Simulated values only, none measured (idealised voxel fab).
A process module follows: voxel self aligned contacts.
Each square cell in cross-section cut measures 5 nm, and the section as a whole is 250 nm wide.
Format of a cross-section: grid, square cells. Given as bands. Order: top down. Band: one or more rows of cells. Band: top height; bottom height; in nm. Then, left to right: material with width in nm, for each material. "edge to edge": a single material spanning edge to edge. "blank": empty space. Height reference: 0 = level under which incoming wafer is all one material. Lowest band: no bottom, runs on downward, e.g. "0 down". Read "30->40" as a graded width: first number on top, second number at the bottom, same change between each pair of neighbouring rows. Step note "no alteration" = no cross-section cell changed. Entry "Entrapped void list". Content: empty spaces with no open connection to the top, size 8 cells or greater. Each: width x height at distance. Distance: from left edge. Unit: nm. Past the settings on a step's line: simulator remark, on that step. On any step carrying a mask, the "overlay nm" setting, if present on the step's line, tells how far right of its planned place the mask lay; negative values point to the left.

PLANNED PROCESS STEPS
1 op RECEIVE | material Si
2 op OXIDIZE | depth nm 5
3 op DIRECTIONAL_DEP | material polySi | thk nm 30
4 op DIRECTIONAL_DEP | material SiN | thk nm 20
5 op PATTERN | tone cover | mask id GATE | material resist | width nm 25 | pitch nm 60 | thk nm 15 | overlay nm 0
6 op DIRECTIONAL_ETCH | etch materials SiN | depth nm 20
7 op DIRECTIONAL_ETCH | etch materials polySi | depth nm 30
8 op STRIP | etch materials resist
9 op CONFORMAL_DEP | material SiN | thk nm 10
10 op DIRECTIONAL_ETCH | etch materials SiN | depth nm 10
11 op FILL_DEP | material SiO2 | thk nm 10
12 op CMP | height nm 55
13 op DIRECTIONAL_DEP | material aC | thk nm 15
14 op PATTERN | tone open | mask id CONTACT | material resist | width nm 45 | thk nm 35 | overlay nm 0
15 op DIRECTIONAL_ETCH | etch materials aC | depth nm 15
16 op STRIP | etch materials resist
17 op DIRECTIONAL_ETCH | etch materials SiO2 | depth nm 60
18 op STRIP | etch materials aC
19 op CONFORMAL_DEP | material TiN | thk nm 5
20 op FILL_DEP | material W | thk nm 10
21 op CMP | height nm 55
22 op CONFORMAL_DEP | material SiCN | thk nm 5

SO THIS IS THE INCOMING WAFER IN CROSS-SECTION - IT'S ALREADY BEEN THROUGH STEP 1
0 down = Si edge to edge
Entrapped void list: none

THE CROSS-SECTION SHOWN CORRESPONDS TO THE WAFER AT THE CONCLUSION OF THE MODULE. THE INITIAL STRUCTURE AND THE PROCESS PLAN ARE THOSE PRESENTED ABOVE; HOWEVER, ONE MISTAKE OCCURRED IN EXECUTING THE PLAN
60 to 55 = SiCN edge to edge
55 to 50 = 90 nm SiO2; 30 nm TiN; 5 nm W; 10 nm TiN; 115 nm SiO2
50 to 30 = 70 nm SiO2; 45 nm SiN; 5 nm TiN; 5 nm W; 5 nm TiN; 45 nm SiN; 75 nm SiO2
30 to 0 = 70 nm SiO2; 10 nm SiN; 25 nm polySi; 10 nm SiN; 5 nm TiN; 5 nm W; 5 nm TiN; 10 nm SiN; 25 nm polySi; 10 nm SiN; 75 nm SiO2
0 to -5 = 115 nm SiO2; 15 nm TiN; 120 nm SiO2
-5 down = Si edge to edge
Entrapped void list: none
Diagnosis: step 14 did not happen as planned, as run it was op PATTERN | tone open | mask id CONTACT | material resist | width nm 45 | thk nm 35 | overlay nm -10
